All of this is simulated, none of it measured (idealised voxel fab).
Herein follows the process module entitled voxel gate over fins.
175 nm wide, 5 nm square cells: that's cross-section cut.
Cross-section, as written here: a square-cell grid given band by band from the top down, where a band holds one or more rows of cells. Per band: top height and bottom height in nm, followed by the left-to-right materials and their widths in nm; "full width" marks a single material spanning edge to edge, "air" marks empty space. Heights are reckoned from 0. Under this level, the received wafer is all of one material. The bottommost band is open-ended downward, for example "0 down". Graded width ("30..40"): value in top row of band = first number; value in bottom row = second number; row-to-row change constant. The designation "no alteration", where it is given for a processing step, indicates that no cell of the cross-section was altered in the course of that step. The entry "Trapped cavities" lists the empty spaces that cover at least 8 cells and have no open path to the top. Each is written as width x height at distance, where the distance is measured from the left edge and all three values are in nm. Formally, on a step line, whatever follows the settings is a remark that the simulator itself makes on the step. The optional step-line setting "overlay nm" applies to steps with a mask and quantifies how far to the right of its planned location the mask lay, a negative value indicating leftward placement.
# Listed below are the process steps as planned
1,RECEIVE (material Si)
2,CONFORMAL_DEP (material SiN; thk nm 5)
3,DIRECTIONAL_DEP (material aC; thk nm 15)
4,PATTERN (tone cover; mask id FINS; material resist; width nm 15; pitch nm 35; thk nm 35; overlay nm 0)
5,DIRECTIONAL_ETCH (etch materials aC; depth nm 15)
6,STRIP (etch materials resist)
7,DIRECTIONAL_ETCH (etch materials SiN; depth nm 5)
8,DIRECTIONAL_ETCH (etch materials Si; depth nm 30)
9,STRIP (etch materials aC)
10,FILL_DEP (material SiO2; thk nm 5)
11,CMP (height nm 5)
12,SELECTIVE_ETCH (etch materials SiO2; depth nm 20)
13,STRIP (etch materials SiN)
14,CONFORMAL_DEP (material HfO2; thk nm 5)
15,CONFORMAL_DEP (material TiN; thk nm 5)
16,FILL_DEP (material W; thk nm 10)
17,CMP (height nm 15)
18,CONFORMAL_DEP (material SiCN; thk nm 10)
# as received, after step 1
	0 down | Si full width
	Trapped cavities: none
# Wafer cross-section at module end: first of two, run to plan
	25 to 15 | SiCN full width
	15 to 10 | W full width
	10 to 5 | W 50 nm; TiN 70 nm; W 55 nm
	5 to 0 | W 50 nm; TiN 5 nm; HfO2 25 nm; TiN 10 nm; HfO2 25 nm; TiN 5 nm; W 55 nm
	0 to -5 | W 50 nm; TiN 5 nm; HfO2 5 nm; Si 15 nm; HfO2 5 nm; TiN 10 nm; HfO2 5 nm; Si 15 nm; HfO2 5 nm; TiN 5 nm; W 55 nm
	-5 to -10 | TiN 55 nm; HfO2 5 nm; Si 15 nm; HfO2 5 nm; TiN 10 nm; HfO2 5 nm; Si 15 nm; HfO2 5 nm; TiN 60 nm
	-10 to -15 | HfO2 60 nm; Si 15 nm; HfO2 20 nm; Si 15 nm; HfO2 65 nm
	-15 to -30 | SiO2 60 nm; Si 15 nm; SiO2 20 nm; Si 15 nm; SiO2 65 nm
	-30 down | Si full width
	Trapped cavities: none
# Cross-section of the latter of the two wafers at module completion. It had an identical start and an identical plan to the former; in running it, one mistake was made
	25 to 15 | SiCN full width
	15 to 5 | W full width
	5 to 0 | W 55 nm; TiN 25 nm; W 10 nm; TiN 25 nm; W 60 nm
	0 to -10 | W 55 nm; TiN 5 nm; Si 15 nm; TiN 5 nm; W 10 nm; TiN 5 nm; Si 15 nm; TiN 5 nm; W 60 nm
	-10 to -15 | TiN 60 nm; Si 15 nm; TiN 20 nm; Si 15 nm; TiN 65 nm
	-15 to -30 | SiO2 60 nm; Si 15 nm; SiO2 20 nm; Si 15 nm; SiO2 65 nm
	-30 down | Si full width
	Trapped cavities: none
Heads up, the wafer didn't run the way we planned it: step 14 was left out
The closing comparison, in cells, has the second wafer with more or fewer of some materials than the first: HfO2 -47, W +47
